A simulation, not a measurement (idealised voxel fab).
process module | voxel self aligned contacts
cross-section cut | 255 nm wide | cells 5 nm
A cross-section is a grid of square cells, given in bands from the top down. A band is one or more rows of cells.
Each band's line starts with the height of the band's top and of its bottom, in nm. Then come its materials from left to right, each with its width in nm. One material with "throughout" fills the band from edge to edge. "air" is empty space.
Height 0 is the level under which the wafer as received is all one material. The lowest band goes on downwards, as in "0 down".
A width such as "30 to 40" changes by the same amount from each row of cells to the next, from the band's top row to its bottom row.
"no change" after a step means that no cell of the cross-section changed.
closed voids: empty space of 8 cells or more with no open way to the top, each as width x height at its distance from the left edge, in nm
after a step's settings: what the simulator itself notes on the step
overlay nm, on a step with a mask: how far to the right of its planned place the mask lay; to the left if negative
plan
1 op RECEIVE | material Si
2 op CONFORMAL_DEP | material SiO2 | thk nm 5
3 op DIRECTIONAL_DEP | material polySi | thk nm 30
4 op DIRECTIONAL_DEP | material SiN | thk nm 20
5 op MASKED_ETCH | tone cover | mask id GATE | width nm 35 | pitch nm 80 | etch materials SiN | depth nm 20 | overlay nm 0
6 op MASKED_ETCH | tone cover | mask id GATE | width nm 35 | pitch nm 80 | etch materials polySi | depth nm 30 | overlay nm 0
7 op CONFORMAL_DEP | material SiN | thk nm 10
8 op DIRECTIONAL_ETCH | etch materials SiN | depth nm 10
9 op FILL_DEP | material SiO2 | thk nm 15
10 op CMP | height nm 65
11 op PATTERN | tone open | mask id CONTACT | material resist | width nm 65 | thk nm 20 | overlay nm 0
12 op DIRECTIONAL_ETCH | etch materials SiO2 | depth nm 65
13 op STRIP | etch materials resist
14 op CONFORMAL_DEP | material TiN | thk nm 5
15 op FILL_DEP | material Ru | thk nm 5
16 op CMP | height nm 65
17 op CONFORMAL_DEP | material SiCN | thk nm 5
as received, after step 1
  0 down: Si throughout
  closed voids: none
first wafer at the end, as planned
  70 to 65: SiCN throughout
  65 to 55: SiO2 95 | TiN 5 to 25 | Ru 55 to 15 | TiN 5 to 25 | SiO2 95
  55 to 35: SiO2 60 | SiN 55 | TiN 5 | Ru 15 | TiN 5 | SiN 55 | SiO2 60
  35 to 5: SiO2 60 | SiN 10 | polySi 35 | SiN 10 | TiN 5 | Ru 15 | TiN 5 | SiN 10 | polySi 35 | SiN 10 | SiO2 60
  5 to 0: SiO2 115 | TiN 25 | SiO2 115
  0 down: Si throughout
  closed voids: none
second wafer at the end: like start, like plan, one mistake
  70 to 65: SiCN throughout
  65 to 60: TiN 100 | Ru 55 | TiN 100
  60 to 55: SiO2 95 | TiN 25 | Ru 15 | TiN 25 | SiO2 95
  55 to 35: SiO2 60 | SiN 55 | TiN 5 | Ru 15 | TiN 5 | SiN 55 | SiO2 60
  35 to 5: SiO2 60 | SiN 10 | polySi 35 | SiN 10 | TiN 5 | Ru 15 | TiN 5 | SiN 10 | polySi 35 | SiN 10 | SiO2 60
  5 to 0: SiO2 115 | TiN 25 | SiO2 115
  0 down: Si throughout
  closed voids: none
what went wrong: step 10 ran as: op CMP | height nm 60
at the end the second wafer has, in cells: 38 fewer of SiO2 | 38 more of TiN
